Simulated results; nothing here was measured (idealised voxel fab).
A process module follows: voxel tone inversion.
Pictured: cross-section cut, 215 nm wide, on a grid of 5 nm square cells.
A cross-section is written here as square cells arranged in a grid, and it is given in bands from the top down, each band taking up one or more rows of cells. Read a band's entry like this: the first values are the height of its top and the height of its bottom in nm, and what follows is the sequence of materials from left to right, each with its width in nm. Note that "air" is empty space, and that a single material marked "all across" reaches across the band from edge to edge. The level at which height equals 0 is the one under which the wafer, as it arrives, is entirely one material. No lower edge exists for the bottom band, which continues downward and is notated as in "0 nm and below". When a width is written as two numbers, as in "30 to 40", the first number is the width in the top row of cells of the band and the second is the width in its bottom row, and the width changes by the same amount from each row to the next. Key: "no alterations made" - step with no changed cell in the cross-section. "Closed empty spaces" lists enclosed empty spaces (at least 8 cells, no open path upward to the top), each as width x height at distance from the left edge, in nm. Step line, after settings: the simulator's comment on this step. The optional step-line setting "overlay nm" applies to steps with a mask and quantifies how far to the right of its planned location the mask lay, a negative value indicating leftward placement.

Planned step list for the process
1: RECEIVE, material Si
2: CONFORMAL_DEP, material SiN, thk nm 10
3: DIRECTIONAL_DEP, material polySi, thk nm 25
4: PATTERN, tone cover, mask id POSTS, material resist, width nm 20, pitch nm 50, thk nm 35, overlay nm 0
5: DIRECTIONAL_ETCH, etch materials polySi, depth nm 25
6: STRIP, etch materials resist
7: FILL_DEP, material lowk, thk nm 5
8: CMP, height nm 35
9: STRIP, etch materials polySi
10: CONFORMAL_DEP, material TiN, thk nm 5
11: FILL_DEP, material Ru, thk nm 10
12: CMP, height nm 35
13: CONFORMAL_DEP, material SiCN, thk nm 5

Run as planned: first of two wafers

The cross-section here shows the wafer as received, i.e. in its state after step 1
    0 nm and below | Si all across
    Closed empty spaces: none

How the wafer stands in section after step 2
    10 nm to 0 nm | SiN all across
    Rest of section, below 0: as before.

How the wafer stands in section after step 3
    35 nm to 10 nm | polySi all across
    Rest of section, below 10: as before.

How the wafer stands in section after step 4
    70 nm to 35 nm | air (45), resist (20), air (30), resist (20), air (30), resist (20), air (50)
    Rest of section, below 35: as before.

How the wafer stands in section after step 5
    70 nm to 35 nm | air (45), resist (20), air (30), resist (20), air (30), resist (20), air (50)
    35 nm to 10 nm | air (45), polySi (20), air (30), polySi (20), air (30), polySi (20), air (50)
    Rest of section, below 10: as before.

How the wafer stands in section after step 6
    35 nm to 10 nm | air (45), polySi (20), air (30), polySi (20), air (30), polySi (20), air (50)
    Rest of section, below 10: as before.

How the wafer stands in section after step 7
    40 nm to 35 nm | lowk all across
    35 nm to 10 nm | lowk (45), polySi (20), lowk (30), polySi (20), lowk (30), polySi (20), lowk (50)
    Rest of section, below 10: as before.

How the wafer stands in section after step 8
    35 nm to 10 nm | lowk (45), polySi (20), lowk (30), polySi (20), lowk (30), polySi (20), lowk (50)
    Rest of section, below 10: as before.

How the wafer stands in section after step 9
    35 nm to 10 nm | lowk (45), air (20), lowk (30), air (20), lowk (30), air (20), lowk (50)
    Rest of section, below 10: as before.

How the wafer stands in section after step 10
    40 nm to 35 nm | TiN (50), air (10), TiN (40), air (10), TiN (40), air (10), TiN (55)
    35 nm to 15 nm | lowk (45), TiN (5), air (10), TiN (5), lowk (30), TiN (5), air (10), TiN (5), lowk (30), TiN (5), air (10), TiN (5), lowk (50)
    15 nm to 10 nm | lowk (45), TiN (20), lowk (30), TiN (20), lowk (30), TiN (20), lowk (50)
    Rest of section, below 10: as before.

How the wafer stands in section after step 11
    50 nm to 40 nm | Ru all across
    40 nm to 35 nm | TiN (50), Ru (10), TiN (40), Ru (10), TiN (40), Ru (10), TiN (55)
    35 nm to 15 nm | lowk (45), TiN (5), Ru (10), TiN (5), lowk (30), TiN (5), Ru (10), TiN (5), lowk (30), TiN (5), Ru (10), TiN (5), lowk (50)
    Rest of section, below 15: as before.

How the wafer stands in section after step 12
    35 nm to 15 nm | lowk (45), TiN (5), Ru (10), TiN (5), lowk (30), TiN (5), Ru (10), TiN (5), lowk (30), TiN (5), Ru (10), TiN (5), lowk (50)
    Rest of section, below 15: as before.

How the wafer stands in section after step 13
    40 nm to 35 nm | SiCN all across
    Rest of section, below 35: as before.

Here the second wafer is described. Its start and its plan were those of the first wafer. Its run contained one mistake. Up to and including step 7, it did exactly what the first wafer did

Cross-section, second wafer, at the end time the plan gives for step 8
    30 nm to 10 nm | lowk (45), polySi (20), lowk (30), polySi (20), lowk (30), polySi (20), lowk (50)
    Rest of section, below 10: as before.

Cross-section, second wafer, at the end time the plan gives for step 9
    30 nm to 10 nm | lowk (45), air (20), lowk (30), air (20), lowk (30), air (20), lowk (50)
    Rest of section, below 10: as before.

Cross-section, second wafer, at the end time the plan gives for step 10
    35 nm to 30 nm | TiN (50), air (10), TiN (40), air (10), TiN (40), air (10), TiN (55)
    30 nm to 15 nm | lowk (45), TiN (5), air (10), TiN (5), lowk (30), TiN (5), air (10), TiN (5), lowk (30), TiN (5), air (10), TiN (5), lowk (50)
    15 nm to 10 nm | lowk (45), TiN (20), lowk (30), TiN (20), lowk (30), TiN (20), lowk (50)
    Rest of section, below 10: as before.

Cross-section, second wafer, at the end time the plan gives for step 11
    45 nm to 35 nm | Ru all across
    35 nm to 30 nm | TiN (50), Ru (10), TiN (40), Ru (10), TiN (40), Ru (10), TiN (55)
    30 nm to 15 nm | lowk (45), TiN (5), Ru (10), TiN (5), lowk (30), TiN (5), Ru (10), TiN (5), lowk (30), TiN (5), Ru (10), TiN (5), lowk (50)
    Rest of section, below 15: as before.

Cross-section, second wafer, at the end time the plan gives for step 12
    35 nm to 30 nm | TiN (50), Ru (10), TiN (40), Ru (10), TiN (40), Ru (10), TiN (55)
    Rest of section, below 30: as before.

Cross-section, second wafer, at the end time the plan gives for step 13
    40 nm to 35 nm | SiCN all across
    Rest of section, below 35: as before.
Run error: step 8: run off-plan, actual operation and settings CMP, height nm 30
Looking at both finished wafers in cells, the second ends up ahead of or behind the first on some materials: TiN: 31 more; lowk: 31 fewer
